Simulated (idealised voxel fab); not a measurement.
Presented below is a process module, voxel capacitor over wiring.
In the cross-section labelled cut, the width is 155 nm and each square cell is 5 nm.
A cross-section is a grid of square cells, given in bands from the top down. A band is one or more rows of cells.
Each band's line starts with the height of the band's top and of its bottom, in nm. Then come its materials from left to right, each with its width in nm. One material with "edge to edge" fills the band from edge to edge. "air" is empty space.
Beneath 0, the wafer as received is one material, and that level is where height counting begins. The lowest band goes on downward without a bottom; it is written like "0 nm and below".
A width given as "30->40" starts at the first number in the band's top row and ends at the second number in its bottom row, shifting by an equal amount at every step from row to row.
When a step is marked "nothing was modified", none of the cells in the cross-section changed during that step.
The list in "Cavities, sealed" covers empty spaces of 8 cells or more that cannot reach the top through any open way, and it gives each as width x height at distance; the distance is from the left edge, and width, height and distance are in nm.
Text after the settings on a step's line: the simulator's own remark on that step.
"overlay nm" answers the question of how far to the right of plan the mask lay on a step that has a mask, and when it is negative the answer is to the left.

[Below is the list of planned process steps]
1) RECEIVE: material Si
2) CONFORMAL_DEP: material SiO2, thk nm 10
3) CONFORMAL_DEP: material SiCN, thk nm 5
4) DIRECTIONAL_DEP: material SiO2, thk nm 25
5) MASKED_ETCH: tone open, mask id METAL_1, width nm 25, pitch nm 95, etch materials SiO2, depth nm 25, overlay nm 0
6) MASKED_ETCH: tone open, mask id METAL_1, width nm 25, pitch nm 95, etch materials SiCN, depth nm 5, overlay nm 0
7) CONFORMAL_DEP: material TiN, thk nm 5
8) FILL_DEP: material Cu, thk nm 5
9) CMP: height nm 40
10) EPI: material Ru, thk nm 5
11) FILL_DEP: material SiCN, thk nm 5
12) DIRECTIONAL_DEP: material SiO2, thk nm 20
13) MASKED_ETCH: tone open, mask id PLUG_1, width nm 15, etch materials SiO2, depth nm 20, overlay nm 0
14) MASKED_ETCH: tone open, mask id PLUG_1, width nm 15, etch materials SiCN, depth nm 5, overlay nm 0
15) CONFORMAL_DEP: material TiN, thk nm 5
16) FILL_DEP: material Ru, thk nm 10
17) CMP: height nm 70
18) DIRECTIONAL_DEP: material TiN, thk nm 5
19) DIRECTIONAL_DEP: material SiN, thk nm 5
20) DIRECTIONAL_DEP: material TiN, thk nm 5
21) DIRECTIONAL_DEP: material aC, thk nm 15
22) PATTERN: tone cover, mask id UPPER_PLATE, material resist, width nm 75, thk nm 35, overlay nm 0
23) DIRECTIONAL_ETCH: etch materials aC, depth nm 15
24) STRIP: etch materials resist
25) DIRECTIONAL_ETCH: etch materials TiN, depth nm 5
26) DIRECTIONAL_ETCH: etch materials SiN, depth nm 5
27) STRIP: etch materials aC
28) MASKED_ETCH: tone cover, mask id LOWER_PLATE, width nm 75, etch materials TiN, depth nm 5, overlay nm 0
29) FILL_DEP: material SiO2, thk nm 20
30) CMP: height nm 100
31) MASKED_ETCH: tone open, mask id PLUG_2, width nm 15, etch materials SiO2, depth nm 15, overlay nm 0
32) CONFORMAL_DEP: material TiN, thk nm 5
33) FILL_DEP: material Cu, thk nm 5
34) CMP: height nm 100
35) CONFORMAL_DEP: material SiCN, thk nm 5
The plan shows the width nm of step 28 as the first wafer had it; this setting differs between the wafers, which start out alike.

[Received wafers, first of several: cross-section after step 1]
  0 nm and below  Si edge to edge
  Cavities, sealed: none

[Rows = wafers. At module end, each row lists per material the cells gained (+) or lost (-) since the wafer was received, then the closed voids]
width nm 75; +32 Cu; +18 Ru; +97 SiCN; +15 SiN; +411 SiO2; +78 TiN; Cavities, sealed: none
width nm 80; +32 Cu; +18 Ru; +97 SiCN; +15 SiN; +410 SiO2; +79 TiN; Cavities, sealed: none
width nm 85; +32 Cu; +18 Ru; +97 SiCN; +15 SiN; +409 SiO2; +80 TiN; Cavities, sealed: none
width nm 90; +32 Cu; +18 Ru; +97 SiCN; +15 SiN; +408 SiO2; +81 TiN; Cavities, sealed: none
width nm 95; +32 Cu; +18 Ru; +97 SiCN; +15 SiN; +407 SiO2; +82 TiN; Cavities, sealed: none
width nm 100; +32 Cu; +18 Ru; +97 SiCN; +15 SiN; +406 SiO2; +83 TiN; Cavities, sealed: none
